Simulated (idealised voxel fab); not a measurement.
Process module name: voxel transistor to metal
The figure presents cross-section cut, which has a width of 180 nm and is divided into square cells with an edge length of 5 nm.
Just so we're on the same page, the cross-sections are grids of square cells, and they're listed out in bands top to bottom, each band one or more rows deep.
Basically the band line says how high the top is and how high the bottom is, in nm, and then what's in it from left to right, every material with its width in nm. Empty space shows up as "air", and if a single material carries "throughout" it runs the full band edge to edge.
Measure heights from 0. That's the level where, below it, the as-received wafer is all one material. The lowest band is bottomless and extends downward; write it as in "z 0 and below".
Width "30..40": first value at the band's top row of cells, second value at its bottom row, equal change from row to row.
Given "remained unchanged" for a step, no cell of the cross-section differs between before and after that step.
Entry "Non-vented voids" = empty spaces >= 8 cells with no open way to the top; each as width x height at distance, distance from left edge, all nm.
On a step's line, text after the settings is the simulator commenting on that step.
The optional step-line setting "overlay nm" applies to steps with a mask and quantifies how far to the right of its planned location the mask lay, a negative value indicating leftward placement.
# Steps planned for the process
1,RECEIVE: material Si
2,CONFORMAL_DEP: material SiO2, thk nm 5
3,CONFORMAL_DEP: material SiN, thk nm 10
4,PATTERN: tone cover, mask id ACTIVE, material resist, width nm 105, thk nm 20, overlay nm 0
5,DIRECTIONAL_ETCH: etch materials SiN, depth nm 10
6,DIRECTIONAL_ETCH: etch materials SiO2, depth nm 5
7,DIRECTIONAL_ETCH: etch materials Si, depth nm 20
8,STRIP: etch materials resist
9,OXIDIZE: depth nm 5
10,FILL_DEP: material SiO2, thk nm 10
11,CMP: height nm 15
12,SELECTIVE_ETCH: etch materials SiO2, depth nm 5
13,STRIP: etch materials SiN
14,SELECTIVE_ETCH: etch materials SiO2, depth nm 5
15,OXIDIZE: depth nm 5
16,DIRECTIONAL_DEP: material polySi, thk nm 20
17,DIRECTIONAL_DEP: material SiCN, thk nm 10
18,PATTERN: tone cover, mask id GATE, material resist, width nm 25, thk nm 20, overlay nm 0
19,DIRECTIONAL_ETCH: etch materials SiCN, depth nm 20
20,DIRECTIONAL_ETCH: etch materials polySi, depth nm 30
21,STRIP: etch materials resist
22,CONFORMAL_DEP: material SiN, thk nm 10
23,DIRECTIONAL_ETCH: etch materials SiN, depth nm 10
24,DIRECTIONAL_ETCH: etch materials SiO2, depth nm 5
25,DIRECTIONAL_ETCH: etch materials Si, depth nm 10
26,EPI: material nSi, thk nm 10
27,FILL_DEP: material SiO2, thk nm 10
28,CMP: height nm 30
29,DIRECTIONAL_DEP: material SiO2, thk nm 10
30,DIRECTIONAL_DEP: material aC, thk nm 15
31,PATTERN: tone open, mask id CONTACT, material resist, width nm 25, pitch nm 60, thk nm 35, overlay nm 0
32,DIRECTIONAL_ETCH: etch materials aC, depth nm 15
33,STRIP: etch materials resist
34,DIRECTIONAL_ETCH: etch materials SiO2, depth nm 45
35,STRIP: etch materials aC
36,CONFORMAL_DEP: material TiN, thk nm 5
37,FILL_DEP: material Ru, thk nm 10
38,CMP: height nm 40
39,DIRECTIONAL_DEP: material TiN, thk nm 5
40,DIRECTIONAL_DEP: material W, thk nm 25
41,DIRECTIONAL_DEP: material aC, thk nm 15
42,PATTERN: tone cover, mask id METAL_1, material resist, width nm 15, pitch nm 70, thk nm 35, overlay nm 0
43,DIRECTIONAL_ETCH: etch materials aC, depth nm 15
44,STRIP: etch materials resist
45,DIRECTIONAL_ETCH: etch materials W, depth nm 25
46,DIRECTIONAL_ETCH: etch materials TiN, depth nm 5
47,STRIP: etch materials aC
48,CONFORMAL_DEP: material SiN, thk nm 5
49,FILL_DEP: material lowk, thk nm 10
50,CMP: height nm 70
51,CONFORMAL_DEP: material SiCN, thk nm 5
52,DIRECTIONAL_DEP: material lowk, thk nm 30
53,DIRECTIONAL_DEP: material aC, thk nm 15
54,PATTERN: tone open, mask id METAL_2, material resist, width nm 15, pitch nm 70, thk nm 35, overlay nm 0
55,DIRECTIONAL_ETCH: etch materials aC, depth nm 15
56,STRIP: etch materials resist
57,DIRECTIONAL_ETCH: etch materials lowk, depth nm 15
58,STRIP: etch materials aC
59,MASKED_ETCH: tone open, mask id METAL_2_HOLES, width nm 15, pitch nm 70, etch materials lowk, depth nm 15, overlay nm 0
60,MASKED_ETCH: tone open, mask id METAL_2_HOLES, width nm 15, pitch nm 70, etch materials SiCN, depth nm 5, overlay nm 0
61,CONFORMAL_DEP: material TiN, thk nm 5
62,FILL_DEP: material Cu, thk nm 10
63,CMP: height nm 105
64,CONFORMAL_DEP: material SiCN, thk nm 5
# This is the cross-section of the wafer as we received it, i.e. after step 1
* z 0 and below = Si throughout
* Non-vented voids: none
# As-planned run: cross-section of the first of two wafers at end of module
* z 110 to 105 = SiCN throughout
* z 105 to 75 = 45 lowk | 5 TiN | 5 Cu | 5 TiN | 55 lowk | 5 TiN | 5 Cu | 5 TiN | 50 lowk
* z 75 to 70 = 45 SiCN | 15 TiN | 55 SiCN | 15 TiN | 50 SiCN
* z 70 to 45 = 40 lowk | 5 SiN | 15 W | 5 SiN | 45 lowk | 5 SiN | 15 W | 5 SiN | 45 lowk
* z 45 to 40 = 45 SiN | 15 TiN | 55 SiN | 15 TiN | 50 SiN
* z 40 to 30 = 45 SiO2 | 5 TiN | 15..10 Ru | 5..10 TiN | 35 SiO2 | 5..10 TiN | 15..10 Ru | 5 TiN | 50 SiO2
* z 30 to 20 = 45 SiO2 | 5 TiN | 10 Ru | 5 TiN | 10 SiN | 25 SiCN | 10 SiN | 5 TiN | 10 Ru | 5 TiN | 50 SiO2
* z 20 to 10 = 45 SiO2 | 5 TiN | 10 Ru | 5 TiN | 10 SiN | 25 polySi | 10 SiN | 5 TiN | 10 Ru | 5 TiN | 50 SiO2
* z 10 to 5 = 45 SiO2 | 20 TiN | 10 SiN | 25 polySi | 10 SiN | 20 TiN | 50 SiO2
* z 5 to 0 = 30 SiO2 | 10 SiN | 5 SiO2 | 10 TiN | 10 nSi | 10 SiN | 25 polySi | 10 SiN | 10 nSi | 10 TiN | 5 SiO2 | 10 SiN | 35 SiO2
* z 0 to -5 = 45 SiO2 | 10 TiN | 10 nSi | 45 SiO2 | 10 nSi | 10 TiN | 50 SiO2
* z -5 to -15 = 40 SiO2 | 25 nSi | 45 Si | 25 nSi | 45 SiO2
* z -15 to -25 = 40 SiO2 | 95 Si | 45 SiO2
* z -25 and below = Si throughout
* Non-vented voids: none
# Now the second wafer, cross-sectioned at the end of the module. Nothing different at the start, nothing different in the plan compared with the first, just one mistake when it was actually run
* z 110 to 105 = SiCN throughout
* z 105 to 75 = 45 lowk | 5 TiN | 5 Cu | 5 TiN | 55 lowk | 5 TiN | 5 Cu | 5 TiN | 50 lowk
* z 75 to 70 = 45 SiCN | 15 TiN | 55 SiCN | 15 TiN | 50 SiCN
* z 70 to 45 = 40 lowk | 5 SiN | 15 W | 5 SiN | 45 lowk | 5 SiN | 15 W | 5 SiN | 45 lowk
* z 45 to 40 = 45 SiN | 15 TiN | 55 SiN | 15 TiN | 50 SiN
* z 40 to 30 = 45 SiO2 | 5 TiN | 15..10 Ru | 5..10 TiN | 35 SiO2 | 5..10 TiN | 15..10 Ru | 5 TiN | 50 SiO2
* z 30 to 25 = 45 SiO2 | 5 TiN | 10 Ru | 5 TiN | 10 SiN | 25 SiCN | 10 SiN | 5 TiN | 10 Ru | 5 TiN | 50 SiO2
* z 25 to 20 = 30 lowk | 10 SiN | 5 SiO2 | 20 TiN | 10 SiN | 25 SiCN | 10 SiN | 20 TiN | 5 SiO2 | 10 SiN | 35 lowk
* z 20 to 5 = lowk throughout
* z 5 to 0 = 30 SiO2 | 115 lowk | 35 SiO2
* z 0 to -5 = SiO2 throughout
* z -5 to -25 = 40 SiO2 | 95 Si | 45 SiO2
* z -25 and below = Si throughout
* Non-vented voids: none
Nonconformance to the process plan: step 16 did not use the planned setting and instead ran as DIRECTIONAL_DEP: material lowk, thk nm 20
Bottom line after processing is that, in cells, the second wafer is up or down on some materials versus the first: -12 Ru, +20 Si, -16 SiN, -68 SiO2, -20 TiN, +144 lowk, -28 nSi, -20 polySi
